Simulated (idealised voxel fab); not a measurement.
The name of this process module is voxel fin reveal.
Each square cell in cross-section cut measures 5 nm, and the section as a whole is 285 nm wide.
Heads up, the way a cross-section reads in here is a grid of square cells, handed over as bands from the top down, with every band being one or more rows of cells.
What a band's entry tells you: where the top is and where the bottom is, as heights in nm, and after that what lies inside, material by material from left to right, each with its width in nm. Empty space is written as the word "empty", and a single material marked with the word "full width" occupies the band from edge to edge.
Zero point of the height axis is 0; under it, received wafer = one material. Lowest band: continues down indefinitely, "0..down".
Think of "30 to 40" as a width that walks from the first number to the second as you go down the band, top row to bottom row, taking equal-sized steps from row to row.
Basically "no alterations made" means that step didn't change any cell in the cross-section.
In "Sealed internal voids" the enclosed voids are listed, meaning empty spaces of 8 cells or larger without any opening to the top. The form is width x height at distance, distance from the left edge, units nm.
If you see something after the settings on a step's line, that's the simulator's own remark about that step.
"overlay nm" answers the question of how far to the right of plan the mask lay on a step that has a mask, and when it is negative the answer is to the left.
Steps planned for the process
1) RECEIVE with material Si
2) CONFORMAL_DEP with material SiN, thk nm 5
3) DIRECTIONAL_DEP with material aC, thk nm 10
4) PATTERN with tone cover, mask id FINS, material resist, width nm 15, pitch nm 45, thk nm 30, overlay nm 0
5) DIRECTIONAL_ETCH with etch materials aC, depth nm 10
6) STRIP with etch materials resist
7) DIRECTIONAL_ETCH with etch materials SiN, depth nm 5
8) DIRECTIONAL_ETCH with etch materials Si, depth nm 40
9) STRIP with etch materials aC
10) FILL_DEP with material SiO2, thk nm 15
11) CMP with height nm 5
12) SELECTIVE_ETCH with etch materials SiO2, depth nm 20
13) STRIP with etch materials SiN
14) CONFORMAL_DEP with material SiO2, thk nm 5
Received-state cross-section, reflecting completion of step 1
* 0..down  Si full width
* Sealed internal voids: none
Sectioned view, first of two wafers, at the close of the module, processed as intended in the plan
* 5..0  85 nm empty, 25 nm SiO2, 20 nm empty, 25 nm SiO2, 20 nm empty, 25 nm SiO2, 85 nm empty
* 0..-10  85 nm empty, 5 nm SiO2, 15 nm Si, 5 nm SiO2, 20 nm empty, 5 nm SiO2, 15 nm Si, 5 nm SiO2, 20 nm empty, 5 nm SiO2, 15 nm Si, 5 nm SiO2, 85 nm empty
* -10..-40  90 nm SiO2, 15 nm Si, 30 nm SiO2, 15 nm Si, 30 nm SiO2, 15 nm Si, 90 nm SiO2
* -40..down  Si full width
* Sealed internal voids: none
Second wafer at the end: like start, like plan, one mistake
* 5..0  90 nm empty, 25 nm SiO2, 20 nm empty, 25 nm SiO2, 20 nm empty, 25 nm SiO2, 80 nm empty
* 0..-10  90 nm empty, 5 nm SiO2, 15 nm Si, 5 nm SiO2, 20 nm empty, 5 nm SiO2, 15 nm Si, 5 nm SiO2, 20 nm empty, 5 nm SiO2, 15 nm Si, 5 nm SiO2, 80 nm empty
* -10..-40  95 nm SiO2, 15 nm Si, 30 nm SiO2, 15 nm Si, 30 nm SiO2, 15 nm Si, 85 nm SiO2
* -40..down  Si full width
* Sealed internal voids: none
The mistake made against the process plan was this: step 4 changed vs plan, executed as PATTERN with tone cover, mask id FINS, material resist, width nm 15, pitch nm 45, thk nm 30, overlay nm 5
Both wafers, final: cells per material equal; arrangement not.
